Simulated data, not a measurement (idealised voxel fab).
Proc. module: voxel self aligned vias
This is section cut - it's 290 nm across, gridded in 5 nm square cells.
Cross-section spec: square-cell grid; bands listed top down; each band is one or more rows. A band entry consists of two parts. The first gives the height of the band's top and the height of its bottom, in nm. The rest lists the band's materials from left to right, each with its width in nm. A single material labelled with the word "throughout" fills the band from edge to edge, and the word "air" marks empty space. All heights in this document are referenced to 0, defined as the level beneath which the wafer, as received, consists entirely of one material. The lowest band is not bounded below; it extends indefinitely downward and is written in the form "0 down". Per-row width for "30..40": begins at first number (top row of band), ends at second number (bottom row), increment between rows held constant. "no alteration" for a step: no cell of the cross-section changed in that step. "Unvented voids" specifies each empty space that is not open to the top and that occupies no fewer than 8 cells, using the form width x height at distance, the distance measured from the left edge and all three quantities in nm. On each step's line, the part that comes after the settings is the simulator's own comment on the step. "overlay nm" on a masked step: distance the mask lay right of its planned place, negative for left.
So here's the lineup of process steps we planned:
1. RECEIVE | material Si
2. CONFORMAL_DEP | material SiO2 | thk nm 15
3. CONFORMAL_DEP | material SiCN | thk nm 5
4. DIRECTIONAL_DEP | material SiO2 | thk nm 20
5. PATTERN | tone open | mask id LINES | material resist | width nm 30 | pitch nm 70 | thk nm 15 | overlay nm 0
6. DIRECTIONAL_ETCH | etch materials SiO2 | depth nm 20
7. STRIP | etch materials resist
8. CONFORMAL_DEP | material TiN | thk nm 5
9. FILL_DEP | material W | thk nm 5
10. CMP | height nm 40
11. SELECTIVE_ETCH | etch materials W Ru TiN | depth nm 5
12. FILL_DEP | material SiN | thk nm 5
13. CMP | height nm 40
14. DIRECTIONAL_DEP | material SiO2 | thk nm 20
15. MASKED_ETCH | tone open | mask id VIAS | width nm 30 | pitch nm 70 | etch materials SiO2 | depth nm 20 | overlay nm 0
16. MASKED_ETCH | tone open | mask id VIAS | width nm 40 | pitch nm 70 | etch materials SiN | depth nm 5 | overlay nm 0
17. CONFORMAL_DEP | material TiN | thk nm 5
18. FILL_DEP | material Cu | thk nm 5
19. CMP | height nm 60
20. CONFORMAL_DEP | material SiN | thk nm 5
Quick note for whoever runs this: the wafers start identical, but the width nm at step 15 isn't the same across them. The plan just shows what the first wafer had.
Incoming state of the first of several wafers in cross-section: after step 1:
    0 down | Si throughout
    Unvented voids: none
The rows of the table below are wafers. Looking at the end of the module, a row counts, for every material, the cells the wafer has gained, shown as (+), or lost, shown as (-), since it was received; its closed voids come next:
width nm 30; +48 Cu; +58 SiCN; +58 SiN; +494 SiO2; +72 TiN; +24 W; Unvented voids: none
width nm 35; +57 Cu; +58 SiCN; +58 SiN; +482 SiO2; +75 TiN; +24 W; Unvented voids: none
width nm 40; +66 Cu; +58 SiCN; +58 SiN; +470 SiO2; +78 TiN; +24 W; Unvented voids: none
width nm 45; +75 Cu; +58 SiCN; +58 SiN; +458 SiO2; +81 TiN; +24 W; Unvented voids: none
width nm 50; +84 Cu; +58 SiCN; +58 SiN; +446 SiO2; +84 TiN; +24 W; Unvented voids: none
width nm 55; +93 Cu; +58 SiCN; +58 SiN; +434 SiO2; +87 TiN; +24 W; Unvented voids: none
